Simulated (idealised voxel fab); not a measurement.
Proc. module: voxel gate over fins
Cross-section cut: width 300 nm, square cells of 5 nm.
A cross-section is a grid of square cells, given in bands from the top down. A band is one or more rows of cells. Each band's line starts with the height of the band's top and of its bottom, in nm. Then come its materials from left to right, each with its width in nm. One material with "everywhere" fills the band from edge to edge. "empty" is empty space. For the purposes of this specification, 0 denotes the height below which the wafer in its as-received condition is composed wholly of one material, and the lowermost band, lacking a lower limit, extends downward without end, as expressed in "0 and below". Read "30..40" as a graded width: first number on top, second number at the bottom, same change between each pair of neighbouring rows. For the purposes of this document, the phrase "left unchanged" attached to a step denotes that no cell within the cross-section was modified by that step. Enclosed voids (no open way to top), threshold 8 cells or more, entry "Enclosed void listing", notation width x height at distance, distance from left edge, nm. If you see something after the settings on a step's line, that's the simulator's own remark about that step. overlay nm: on a step with a mask, how far right of its planned place the mask lay; negative means left.

## Process steps (planned)
1 RECEIVE | material Si
2 CONFORMAL_DEP | material SiN | thk nm 10
3 PATTERN | tone cover | mask id FINS | material resist | width nm 15 | pitch nm 40 | thk nm 15 | overlay nm -15
4 DIRECTIONAL_ETCH | etch materials SiN | depth nm 10
5 DIRECTIONAL_ETCH | etch materials Si | depth nm 30
6 STRIP | etch materials resist
7 OXIDIZE | depth nm 5
8 FILL_DEP | material SiO2 | thk nm 15
9 CMP | height nm 10
10 SELECTIVE_ETCH | etch materials SiO2 | depth nm 20
11 STRIP | etch materials SiN
12 CONFORMAL_DEP | material HfO2 | thk nm 5
13 CONFORMAL_DEP | material TiN | thk nm 5
14 CONFORMAL_DEP | material TiAl | thk nm 5
15 CONFORMAL_DEP | material TiN | thk nm 5
16 FILL_DEP | material W | thk nm 10
17 CMP | height nm 25
18 CONFORMAL_DEP | material SiN | thk nm 10
Wafer-to-wafer difference: overlay nm, step 3. Common start. Plan = first wafer's value.

## First wafer of several, as received: cross-section after step 1
0 and below | Si everywhere
Enclosed void listing: none

## Module end state after final step 18: cross-section of the first of several wafers
35 down to 25 | SiN everywhere
25 down to 20 | W everywhere
20 down to 15 | 90 W, 85 TiN, 125 W
15 down to 10 | 90 W, 5 TiN, 35 TiAl, 5 TiN, 35 TiAl, 5 TiN, 125 W
10 down to 5 | 95 TiN, 5 TiAl, 25 TiN, 5 TiAl, 5 TiN, 5 TiAl, 25 TiN, 5 TiAl, 130 TiN
5 down to 0 | 100 TiAl, 5 TiN, 15 HfO2, 5 TiN, 15 TiAl, 5 TiN, 15 HfO2, 5 TiN, 135 TiAl
0 down to -5 | 105 TiN, 5 HfO2, 5 Si, 5 HfO2, 25 TiN, 5 HfO2, 5 Si, 5 HfO2, 140 TiN
-5 down to -10 | 110 HfO2, 5 Si, 35 HfO2, 5 Si, 145 HfO2
-10 down to -35 | 110 SiO2, 5 Si, 35 SiO2, 5 Si, 145 SiO2
-35 and below | Si everywhere
Enclosed void listing: none

## Cross-section, module end, final of several wafers
35 down to 25 | SiN everywhere
25 down to 20 | W everywhere
20 down to 15 | 120 W, 85 TiN, 95 W
15 down to 10 | 120 W, 5 TiN, 35 TiAl, 5 TiN, 35 TiAl, 5 TiN, 95 W
10 down to 5 | 125 TiN, 5 TiAl, 25 TiN, 5 TiAl, 5 TiN, 5 TiAl, 25 TiN, 5 TiAl, 100 TiN
5 down to 0 | 130 TiAl, 5 TiN, 15 HfO2, 5 TiN, 15 TiAl, 5 TiN, 15 HfO2, 5 TiN, 105 TiAl
0 down to -5 | 135 TiN, 5 HfO2, 5 Si, 5 HfO2, 25 TiN, 5 HfO2, 5 Si, 5 HfO2, 110 TiN
-5 down to -10 | 140 HfO2, 5 Si, 35 HfO2, 5 Si, 115 HfO2
-10 down to -35 | 140 SiO2, 5 Si, 35 SiO2, 5 Si, 115 SiO2
-35 and below | Si everywhere
Enclosed void listing: none

## The rows of the table below are wafers. Looking at the end of the module, a row counts, for every material, the cells the wafer has gained, shown as (+), or lost, shown as (-), since it was received; its closed voids come next
overlay nm -15, +68 HfO2, -406 Si, +120 SiN, +290 SiO2, +68 TiAl, +134 TiN, +146 W, Enclosed void listing: none
overlay nm -10, +68 HfO2, -406 Si, +120 SiN, +290 SiO2, +68 TiAl, +134 TiN, +146 W, Enclosed void listing: none
overlay nm -5, +68 HfO2, -406 Si, +120 SiN, +290 SiO2, +68 TiAl, +134 TiN, +146 W, Enclosed void listing: none
overlay nm 0, +68 HfO2, -406 Si, +120 SiN, +290 SiO2, +68 TiAl, +134 TiN, +146 W, Enclosed void listing: none
overlay nm 5, +68 HfO2, -406 Si, +120 SiN, +290 SiO2, +68 TiAl, +134 TiN, +146 W, Enclosed void listing: none
overlay nm 10, +68 HfO2, -406 Si, +120 SiN, +290 SiO2, +68 TiAl, +134 TiN, +146 W, Enclosed void listing: none
overlay nm 15, +68 HfO2, -406 Si, +120 SiN, +290 SiO2, +68 TiAl, +134 TiN, +146 W, Enclosed void listing: none
